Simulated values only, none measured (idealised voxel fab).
Process module in this document: voxel capacitor over wiring
Pictured: cross-section cut, 270 nm wide, on a grid of 5 nm square cells.
A cross-section in this document is a grid of square cells, and it is written down as bands, the top band listed before the ones below it; a band is made up of one or more rows of cells. Heights first: top, then bottom, in nm. Then materials, left to right, each with a width in nm. "throughout" on a single material: fills the band edge to edge. "empty": empty space. Basically, 0 is our baseline, since under it the wafer straight out of the box is all one material. The bottom band has no lower end and keeps on going down, so it looks like "z 0 and below". Per-row width for "30 to 40": begins at first number (top row of band), ends at second number (bottom row), increment between rows held constant. Basically "identical to before" means that step didn't change any cell in the cross-section. So "Unvented voids" is basically the list of trapped voids: any empty space of 8 cells or more that can't reach the top through an opening. They're written width x height at distance, the distance being from the left edge, and it's all nm. That trailing text on a step's line, after the settings, is the simulator's own remark on the step. The "overlay nm" setting may appear on a step's line; for a step that uses a mask, it gives how far to the right of its planned position the mask lay, and a negative value indicates the left.

**Below is the list of planned process steps**
1. RECEIVE: material Si
2. CONFORMAL_DEP: material SiO2, thk nm 15
3. DIRECTIONAL_DEP: material TiN, thk nm 5
4. DIRECTIONAL_DEP: material Ru, thk nm 25
5. DIRECTIONAL_DEP: material aC, thk nm 15
6. PATTERN: tone cover, mask id METAL_1, material resist, width nm 20, pitch nm 85, thk nm 35, overlay nm 0
7. DIRECTIONAL_ETCH: etch materials aC, depth nm 15
8. STRIP: etch materials resist
9. DIRECTIONAL_ETCH: etch materials Ru, depth nm 25
10. DIRECTIONAL_ETCH: etch materials TiN, depth nm 5
11. STRIP: etch materials aC
12. CONFORMAL_DEP: material SiCN, thk nm 5
13. FILL_DEP: material lowk, thk nm 5
14. CMP: height nm 45
15. CONFORMAL_DEP: material SiCN, thk nm 5
16. DIRECTIONAL_DEP: material SiO2, thk nm 15
17. DIRECTIONAL_DEP: material aC, thk nm 10
18. PATTERN: tone open, mask id PLUG_1, material resist, width nm 15, thk nm 25, overlay nm 0
19. DIRECTIONAL_ETCH: etch materials aC, depth nm 10
20. STRIP: etch materials resist
21. DIRECTIONAL_ETCH: etch materials SiO2, depth nm 15
22. DIRECTIONAL_ETCH: etch materials SiCN, depth nm 5
23. STRIP: etch materials aC
24. CONFORMAL_DEP: material TiN, thk nm 5
25. FILL_DEP: material Ru, thk nm 10
26. CMP: height nm 65
27. DIRECTIONAL_DEP: material TiN, thk nm 5
28. DIRECTIONAL_DEP: material SiN, thk nm 5
29. DIRECTIONAL_DEP: material TiN, thk nm 5
30. MASKED_ETCH: tone cover, mask id UPPER_PLATE, width nm 70, etch materials TiN, depth nm 5, overlay nm 0
31. MASKED_ETCH: tone cover, mask id UPPER_PLATE, width nm 70, etch materials SiN, depth nm 5, overlay nm 0
32. PATTERN: tone cover, mask id LOWER_PLATE, material resist, width nm 80, thk nm 15, overlay nm 0
33. DIRECTIONAL_ETCH: etch materials TiN, depth nm 5
34. STRIP: etch materials resist
35. FILL_DEP: material SiO2, thk nm 20
36. CMP: height nm 95
37. MASKED_ETCH: tone open, mask id PLUG_2, width nm 15, etch materials SiO2, depth nm 15, overlay nm 0
38. CONFORMAL_DEP: material TiN, thk nm 5
39. FILL_DEP: material Ru, thk nm 5
40. CMP: height nm 95
41. CONFORMAL_DEP: material SiN, thk nm 5

**Cross-section of the wafer as it came to us, i.e., already through step 1**
  z 0 and below = Si throughout
  Unvented voids: none

**Cross-section, first of two wafers, end of module, run as planned**
  z 100 to 95 = SiN throughout
  z 95 to 85 = 95 of SiO2; 5 of TiN; 5 of Ru; 5 of TiN; 160 of SiO2
  z 85 to 75 = 95 to 85 of SiO2; 15 to 70 of TiN; 160 to 115 of SiO2
  z 75 to 70 = 85 of SiO2; 70 of SiN; 115 of SiO2
  z 70 to 65 = 80 of SiO2; 80 of TiN; 110 of SiO2
  z 65 to 50 = 85 of SiO2; 5 of TiN; 5 of Ru; 5 of TiN; 170 of SiO2
  z 50 to 45 = 85 of SiCN; 15 of TiN; 170 of SiCN
  z 45 to 20 = 75 of lowk; 5 of SiCN; 20 of Ru; 5 of SiCN; 55 of lowk; 5 of SiCN; 20 of Ru; 5 of SiCN; 80 of lowk
  z 20 to 15 = 80 of SiCN; 20 of TiN; 65 of SiCN; 20 of TiN; 85 of SiCN
  z 15 to 0 = SiO2 throughout
  z 0 and below = Si throughout
  Unvented voids: none

**Cross-sectional view: second of two wafers, end of module; start and plan identical to the first, one mistake in running**
  z 100 to 95 = SiN throughout
  z 95 to 85 = 95 of SiO2; 5 of aC; 5 of Ru; 5 of aC; 160 of SiO2
  z 85 to 80 = 95 of SiO2; 15 of aC; 160 of SiO2
  z 80 to 75 = 85 of SiO2; 70 of TiN; 115 of SiO2
  z 75 to 70 = 85 of SiO2; 70 of SiN; 115 of SiO2
  z 70 to 65 = 80 of SiO2; 80 of TiN; 110 of SiO2
  z 65 to 50 = 85 of SiO2; 5 of TiN; 5 of Ru; 5 of TiN; 170 of SiO2
  z 50 to 45 = 85 of SiCN; 15 of TiN; 170 of SiCN
  z 45 to 20 = 75 of lowk; 5 of SiCN; 20 of Ru; 5 of SiCN; 55 of lowk; 5 of SiCN; 20 of Ru; 5 of SiCN; 80 of lowk
  z 20 to 15 = 80 of SiCN; 20 of TiN; 65 of SiCN; 20 of TiN; 85 of SiCN
  z 15 to 0 = SiO2 throughout
  z 0 and below = Si throughout
  Unvented voids: none
Plan not followed: for step 38, the planned setting was not used; the step was instead run as CONFORMAL_DEP: material aC, thk nm 5
Heads up, by the end the second wafer has more or fewer cells of some materials compared to the first: TiN -7 | aC +7
